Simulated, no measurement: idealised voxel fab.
Presented below is a process module, voxel transistor to metal.
185 nm wide, 5 nm square cells: that's cross-section cut.
How to read a cross-section here: the picture is a grid of square cells, written as bands going from the top down, and any band can span one or more rows of cells. Top height, bottom height, nm. Materials left to right, width each, nm. Single material + "full width" = fills band edge to edge. "air" = empty. A quick word on heights: they are counted from 0, and under that level the wafer as it came to us is one material throughout. The lowest band is different from the rest in having no bottom; it simply continues downward, written as in "0 and below". Per-row width for "30->40": begins at first number (top row of band), ends at second number (bottom row), increment between rows held constant. "identical to before" after a step means that no cell of the cross-section changed. "Closed void register" means: voids of 8 cells or more that are shut off from the top with no open way through. Written width x height at distance, distance from the left edge, in nm. It should be noted that, on the line of a given step, the content following the step's settings is a remark produced by the simulator itself with respect to that step. overlay nm: on a step with a mask, how far right of its planned place the mask lay; negative means left.

### This section lists the process steps that were planned
1 RECEIVE | material Si
2 CONFORMAL_DEP | material SiO2 | thk nm 5
3 CONFORMAL_DEP | material SiN | thk nm 10
4 DIRECTIONAL_DEP | material aC | thk nm 10
5 PATTERN | tone cover | mask id ACTIVE | material resist | width nm 100 | thk nm 25 | overlay nm 0
6 DIRECTIONAL_ETCH | etch materials aC | depth nm 10
7 STRIP | etch materials resist
8 DIRECTIONAL_ETCH | etch materials SiN | depth nm 10
9 DIRECTIONAL_ETCH | etch materials SiO2 | depth nm 5
10 DIRECTIONAL_ETCH | etch materials Si | depth nm 25
11 STRIP | etch materials aC
12 OXIDIZE | depth nm 5
13 FILL_DEP | material SiO2 | thk nm 5
14 CMP | height nm 15
15 SELECTIVE_ETCH | etch materials SiO2 | depth nm 5
16 STRIP | etch materials SiN
17 SELECTIVE_ETCH | etch materials SiO2 | depth nm 5
18 OXIDIZE | depth nm 5
19 DIRECTIONAL_DEP | material polySi | thk nm 30
20 DIRECTIONAL_DEP | material SiCN | thk nm 15
21 DIRECTIONAL_DEP | material aC | thk nm 15
22 PATTERN | tone cover | mask id GATE | material resist | width nm 30 | thk nm 35 | overlay nm 0
23 DIRECTIONAL_ETCH | etch materials aC | depth nm 15
24 STRIP | etch materials resist
25 DIRECTIONAL_ETCH | etch materials SiCN | depth nm 25
26 DIRECTIONAL_ETCH | etch materials polySi | depth nm 40
27 STRIP | etch materials aC
28 CONFORMAL_DEP | material SiN | thk nm 5
29 DIRECTIONAL_ETCH | etch materials SiN | depth nm 5
30 DIRECTIONAL_ETCH | etch materials SiO2 | depth nm 5
31 DIRECTIONAL_ETCH | etch materials Si | depth nm 10
32 EPI | material SiGe | thk nm 10
33 FILL_DEP | material SiO2 | thk nm 5
34 CMP | height nm 30
35 STRIP | etch materials polySi
36 SELECTIVE_ETCH | etch materials SiO2 | depth nm 5
37 CONFORMAL_DEP | material HfO2 | thk nm 5
38 CONFORMAL_DEP | material TiN | thk nm 5
39 FILL_DEP | material W | thk nm 5
40 CMP | height nm 25
41 DIRECTIONAL_DEP | material SiO2 | thk nm 15
42 PATTERN | tone open | mask id CONTACT | material resist | width nm 15 | pitch nm 75 | thk nm 20 | overlay nm 0
43 DIRECTIONAL_ETCH | etch materials SiO2 | depth nm 45
44 STRIP | etch materials resist
45 CONFORMAL_DEP | material TiN | thk nm 5
46 FILL_DEP | material W | thk nm 10
47 CMP | height nm 40
48 CONFORMAL_DEP | material SiCN | thk nm 5
49 DIRECTIONAL_DEP | material lowk | thk nm 15
50 MASKED_ETCH | tone open | mask id METAL_1 | width nm 15 | pitch nm 75 | etch materials lowk | depth nm 15 | overlay nm -15
51 MASKED_ETCH | tone open | mask id METAL_1 | width nm 15 | pitch nm 75 | etch materials SiCN | depth nm 5 | overlay nm 0
52 CONFORMAL_DEP | material TiN | thk nm 5
53 FILL_DEP | material Cu | thk nm 5
54 CMP | height nm 60
55 CONFORMAL_DEP | material SiCN | thk nm 5
56 DIRECTIONAL_DEP | material lowk | thk nm 35
57 DIRECTIONAL_DEP | material aC | thk nm 10
58 PATTERN | tone open | mask id METAL_2 | material resist | width nm 15 | pitch nm 75 | thk nm 25 | overlay nm 0
59 DIRECTIONAL_ETCH | etch materials aC | depth nm 10
60 STRIP | etch materials resist
61 DIRECTIONAL_ETCH | etch materials lowk | depth nm 20
62 STRIP | etch materials aC
63 DIRECTIONAL_DEP | material aC | thk nm 15
64 PATTERN | tone open | mask id METAL_2_HOLES | material resist | width nm 15 | pitch nm 75 | thk nm 30 | overlay nm 0
65 DIRECTIONAL_ETCH | etch materials aC | depth nm 15
66 STRIP | etch materials resist
67 DIRECTIONAL_ETCH | etch materials lowk | depth nm 15
68 DIRECTIONAL_ETCH | etch materials SiCN | depth nm 5
69 STRIP | etch materials aC
70 CONFORMAL_DEP | material TiN | thk nm 5
71 FILL_DEP | material Cu | thk nm 10
72 CMP | height nm 100
73 CONFORMAL_DEP | material SiCN | thk nm 5
It is noted that the wafers described herein are identical at the outset and are distinguished by the overlay nm of step 50; the value stated in the plan corresponds to the first wafer.

### The first of several wafers in cross-section, exactly as it reached us after step 1
> 0 and below = Si full width
> Closed void register: none

### End of module: cross-section of the first of several wafers after step 73, the last step
> 105 down to 100 = SiCN full width
> 100 down to 65 = 45 lowk; 5 TiN; 5 Cu; 5 TiN; 60 lowk; 5 TiN; 5 Cu; 5 TiN; 50 lowk
> 65 down to 60 = 45 SiCN; 15 TiN; 60 SiCN; 15 TiN; 50 SiCN
> 60 down to 50 = 30 lowk; 5 TiN; 5 Cu; 5 TiN; 60 lowk; 5 TiN; 5 Cu; 5 TiN; 65 lowk
> 50 down to 45 = 30 lowk; 15 TiN; 60 lowk; 15 TiN; 65 lowk
> 45 down to 40 = SiCN full width
> 40 down to 25 = 45 SiO2; 5 TiN; 5 W; 5 TiN; 60 SiO2; 5 TiN; 5 W; 5 TiN; 50 SiO2
> 25 down to 5 = 45 SiO2; 5 TiN; 5 W; 5 TiN; 10 SiO2; 5 SiN; 5 HfO2; 5 TiN; 10 W; 5 TiN; 5 HfO2; 5 SiN; 10 SiO2; 5 TiN; 5 W; 5 TiN; 50 SiO2
> 5 down to 0 = 35 SiO2; 5 SiN; 5 SiO2; 5 TiN; 5 W; 5 TiN; 10 SiGe; 5 SiN; 5 HfO2; 20 TiN; 5 HfO2; 5 SiN; 10 SiGe; 5 TiN; 5 W; 5 TiN; 5 SiO2; 5 SiN; 40 SiO2
> 0 down to -5 = 45 SiO2; 15 TiN; 10 SiGe; 40 HfO2; 10 SiGe; 15 TiN; 50 SiO2
> -5 down to -15 = 45 SiO2; 25 SiGe; 40 Si; 25 SiGe; 50 SiO2
> -15 down to -30 = 45 SiO2; 90 Si; 50 SiO2
> -30 and below = Si full width
> Closed void register: none

### Wafer cross-section (last wafer, module end)
> 105 down to 100 = SiCN full width
> 100 down to 65 = 45 lowk; 5 TiN; 5 Cu; 5 TiN; 60 lowk; 5 TiN; 5 Cu; 5 TiN; 50 lowk
> 65 down to 60 = 45 SiCN; 15 TiN; 60 SiCN; 15 TiN; 50 SiCN
> 60 down to 50 = 60 lowk; 5 TiN; 5 Cu; 5 TiN; 60 lowk; 5 TiN; 5 Cu; 5 TiN; 35 lowk
> 50 down to 45 = 60 lowk; 15 TiN; 60 lowk; 15 TiN; 35 lowk
> 45 down to 40 = SiCN full width
> 40 down to 25 = 45 SiO2; 5 TiN; 5 W; 5 TiN; 60 SiO2; 5 TiN; 5 W; 5 TiN; 50 SiO2
> 25 down to 5 = 45 SiO2; 5 TiN; 5 W; 5 TiN; 10 SiO2; 5 SiN; 5 HfO2; 5 TiN; 10 W; 5 TiN; 5 HfO2; 5 SiN; 10 SiO2; 5 TiN; 5 W; 5 TiN; 50 SiO2
> 5 down to 0 = 35 SiO2; 5 SiN; 5 SiO2; 5 TiN; 5 W; 5 TiN; 10 SiGe; 5 SiN; 5 HfO2; 20 TiN; 5 HfO2; 5 SiN; 10 SiGe; 5 TiN; 5 W; 5 TiN; 5 SiO2; 5 SiN; 40 SiO2
> 0 down to -5 = 45 SiO2; 15 TiN; 10 SiGe; 40 HfO2; 10 SiGe; 15 TiN; 50 SiO2
> -5 down to -15 = 45 SiO2; 25 SiGe; 40 Si; 25 SiGe; 50 SiO2
> -15 down to -30 = 45 SiO2; 90 Si; 50 SiO2
> -30 and below = Si full width
> Closed void register: none

### The rows of the table below are wafers. Looking at the end of the module, a row counts, for every material, the cells the wafer has gained, shown as (+), or lost, shown as (-), since it was received; its closed voids come next
overlay nm -15; +18 Cu; +18 HfO2; -152 Si; +105 SiCN; +28 SiGe; +12 SiN; +316 SiO2; +98 TiN; +24 W; +310 lowk; Closed void register: none
overlay nm -10; +18 Cu; +18 HfO2; -152 Si; +103 SiCN; +28 SiGe; +12 SiN; +316 SiO2; +100 TiN; +24 W; +310 lowk; Closed void register: none
overlay nm -5; +18 Cu; +18 HfO2; -152 Si; +101 SiCN; +28 SiGe; +12 SiN; +316 SiO2; +102 TiN; +24 W; +310 lowk; Closed void register: none
overlay nm 0; +20 Cu; +18 HfO2; -152 Si; +99 SiCN; +28 SiGe; +12 SiN; +316 SiO2; +102 TiN; +24 W; +310 lowk; Closed void register: none
overlay nm 5; +18 Cu; +18 HfO2; -152 Si; +101 SiCN; +28 SiGe; +12 SiN; +316 SiO2; +102 TiN; +24 W; +310 lowk; Closed void register: none
overlay nm 10; +18 Cu; +18 HfO2; -152 Si; +103 SiCN; +28 SiGe; +12 SiN; +316 SiO2; +100 TiN; +24 W; +310 lowk; Closed void register: none
overlay nm 15; +18 Cu; +18 HfO2; -152 Si; +105 SiCN; +28 SiGe; +12 SiN; +316 SiO2; +98 TiN; +24 W; +310 lowk; Closed void register: none
